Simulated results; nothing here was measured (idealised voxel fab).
process module | voxel lift off
cross-section cut | 170 nm wide | cells 5 nm
A cross-section is a grid of square cells, given in bands from the top down. A band is one or more rows of cells.
Each band's line starts with the height of the band's top and of its bottom, in nm. Then come its materials from left to right, each with its width in nm. One material with "throughout" fills the band from edge to edge. "air" is empty space.
Height 0 is the level under which the wafer as received is all one material. The lowest band goes on downwards, as in "0 down".
A width such as "30 to 40" changes by the same amount from each row of cells to the next, from the band's top row to its bottom row.
"no change" after a step means that no cell of the cross-section changed.
closed voids: empty space of 8 cells or more with no open way to the top, each as width x height at its distance from the left edge, in nm
after a step's settings: what the simulator itself notes on the step
overlay nm, on a step with a mask: how far to the right of its planned place the mask lay; to the left if negative
plan
1 op RECEIVE | material Si
2 op CONFORMAL_DEP | material SiO2 | thk nm 15
3 op PATTERN | tone open | mask id LINES | material resist | width nm 25 | pitch nm 55 | thk nm 15 | overlay nm 0
4 op DIRECTIONAL_DEP | material Ru | thk nm 5
5 op STRIP | etch materials resist
6 op CONFORMAL_DEP | material SiO2 | thk nm 5
as received, after step 1
  0 down: Si throughout
  closed voids: none
a wafer at the end: this start, this plan, one mistake
  30 to 25: air 10 | SiO2 35 | air 20 | SiO2 35 | air 20 | SiO2 35 | air 15
  25 to 20: SiO2 15 | Ru 25 | SiO2 30 | Ru 25 | SiO2 30 | Ru 25 | SiO2 20
  20 to 0: SiO2 throughout
  0 down: Si throughout
  closed voids: none
what went wrong: step 2 ran as: op CONFORMAL_DEP | material SiO2 | thk nm 20
